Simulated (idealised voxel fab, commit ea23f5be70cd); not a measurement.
The following is a process module called voxel self aligned vias.
230 nm wide, 5 nm square cells: that's cross-section cut.
If you're reading a cross-section in this doc, picture square cells in a grid; it comes to you as bands, top ones listed first down to the bottom, and a band can be one or more rows of cells. Quick guide to a band line: top height, bottom height (nm) up front; then every material left to right with its width in nm. Only one material and it's marked "all across"? Then it fills the band edge to edge. And "blank" just means empty space. Where do heights start? At 0: under that level the wafer as delivered is made of one material only. And the lowest band has no floor; it just carries on downward, as in "from 0 down". With a width like "30->40", each row of cells in the band differs from the next by the same amount, the top row carrying the first number and the bottom row the second. Any step labelled "no modification" changed none of the cells in the cross-section. Look at "Closed voids list" for the closed voids: empty spaces with no open path to the top, sized 8 cells or up. Each is width x height at distance, distance from the left edge, all nm. after a step's settings: what the simulator itself notes on the step. "overlay nm" on a masked step: distance the mask lay right of its planned place, negative for left.

Below is the list of planned process steps
1) RECEIVE with material Si
2) CONFORMAL_DEP with material SiO2, thk nm 10
3) CONFORMAL_DEP with material SiCN, thk nm 5
4) DIRECTIONAL_DEP with material SiO2, thk nm 30
5) DIRECTIONAL_DEP with material aC, thk nm 10
6) PATTERN with tone open, mask id LINES, material resist, width nm 20, pitch nm 55, thk nm 30, overlay nm 0
7) DIRECTIONAL_ETCH with etch materials aC, depth nm 10
8) STRIP with etch materials resist
9) DIRECTIONAL_ETCH with etch materials SiO2, depth nm 30
10) STRIP with etch materials aC
11) CONFORMAL_DEP with material TiN, thk nm 5
12) FILL_DEP with material Ru, thk nm 5
13) CMP with height nm 45
14) SELECTIVE_ETCH with etch materials W Ru TiN, depth nm 10
15) FILL_DEP with material SiN, thk nm 10
16) CMP with height nm 45
17) DIRECTIONAL_DEP with material SiO2, thk nm 20
18) PATTERN with tone open, mask id VIAS, material resist, width nm 40, pitch nm 110, thk nm 20, overlay nm 0
19) DIRECTIONAL_ETCH with etch materials SiO2, depth nm 20
20) DIRECTIONAL_ETCH with etch materials SiN, depth nm 10
21) STRIP with etch materials resist
22) CONFORMAL_DEP with material TiN, thk nm 5
23) FILL_DEP with material Cu, thk nm 10
24) CMP with height nm 65
25) CONFORMAL_DEP with material SiN, thk nm 5

Cross-section of the incoming wafer, state after step 1
* from 0 down | Si all across
* Closed voids list: none

Final cross-section, module run with one mistake (start and plan as above)
* from 70 to 65 | SiN all across
* from 65 to 50 | SiO2 40, TiN 5, Cu 30, TiN 5, SiO2 70, TiN 5, Cu 30, TiN 5, SiO2 40
* from 50 to 45 | SiO2 40, TiN 15, Cu 10, TiN 15, SiO2 70, TiN 15, Cu 10, TiN 15, SiO2 40
* from 45 to 40 | SiO2 50, TiN 5, Cu 10, TiN 5, SiO2 35, SiN 20, SiO2 35, TiN 5, Cu 10, TiN 5, SiO2 50
* from 40 to 35 | SiO2 50, TiN 20, SiO2 35, SiN 20, SiO2 35, TiN 20, SiO2 50
* from 35 to 20 | SiO2 50, TiN 5, Ru 10, TiN 5, SiO2 35, TiN 5, Ru 10, TiN 5, SiO2 35, TiN 5, Ru 10, TiN 5, SiO2 50
* from 20 to 15 | SiO2 50, TiN 20, SiO2 35, TiN 20, SiO2 35, TiN 20, SiO2 50
* from 15 to 5 | SiO2 all across
* from 5 to 0 | SiCN all across
* from 0 down | Si all across
* Closed voids list: none
What was done differently from what was planned? plan steps 2 and 3 run swapped
